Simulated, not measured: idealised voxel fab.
Process module heading - voxel trench capacitor
This is section cut - it's 160 nm across, gridded in 5 nm square cells.
Cross-sections here: square-cell grids, written as top-down lists of bands, a band being one or more rows of cells.
First you get the band's top height and its bottom height, in nm, and then the materials it's made of, left to right, with each width in nm. If you see a single material with "full width", that one covers the band edge to edge. "blank" is empty space.
Note: height 0 marks the level under which the wafer is uniformly one material as received. Lowest band unbounded below, written "0 down".
Top row gets the first number, bottom row gets the second, and each row in between changes by the same step: that is how a band width like "30..40" works.
For the purposes of this document, the phrase "no modification" attached to a step denotes that no cell within the cross-section was modified by that step.
Entry "Closed void roster". Content: empty spaces with no open connection to the top, size 8 cells or greater. Each: width x height at distance. Distance: from left edge. Unit: nm.
If you see something after the settings on a step's line, that's the simulator's own remark about that step.
overlay nm: mask right of planned place by this much (step with mask). Neg. = left.

### Below is the list of planned process steps
1. RECEIVE [material Si]
2. CONFORMAL_DEP [material SiN] [thk nm 10]
3. MASKED_ETCH [tone open] [mask id TRENCH] [width nm 30] [pitch nm 45] [etch materials SiN] [depth nm 10] [overlay nm 0]
4. MASKED_ETCH [tone open] [mask id TRENCH] [width nm 30] [pitch nm 45] [etch materials Si] [depth nm 40] [overlay nm 0]
5. CONFORMAL_DEP [material Al2O3] [thk nm 5]
6. CONFORMAL_DEP [material TiN] [thk nm 5]
7. FILL_DEP [material W] [thk nm 5]
8. CMP [height nm 10]

### Wafer as received: cross-section following step 1
  0 down | Si full width
  Closed void roster: none

### End-of-module cross-section. Starting structure and process plan as above; one mistake made in running it
  10 to 0 | 45 of SiN; 5 of Al2O3; 5 of TiN; 5 of W; 5 of TiN; 5 of Al2O3; 20 of SiN; 5 of Al2O3; 5 of TiN; 5 of W; 5 of TiN; 5 of Al2O3; 45 of SiN
  0 to -30 | 45 of Si; 5 of Al2O3; 5 of TiN; 5 of W; 5 of TiN; 5 of Al2O3; 20 of Si; 5 of Al2O3; 5 of TiN; 5 of W; 5 of TiN; 5 of Al2O3; 45 of Si
  -30 to -35 | 45 of Si; 5 of Al2O3; 15 of TiN; 5 of Al2O3; 20 of Si; 5 of Al2O3; 15 of TiN; 5 of Al2O3; 45 of Si
  -35 to -40 | 45 of Si; 25 of Al2O3; 20 of Si; 25 of Al2O3; 45 of Si
  -40 down | Si full width
  Closed void roster: none
Want to know what went wrong? step 3 ran with different settings than intended, the actual operation and settings being MASKED_ETCH [tone open] [mask id TRENCH] [width nm 25] [pitch nm 45] [etch materials SiN] [depth nm 10] [overlay nm 0]
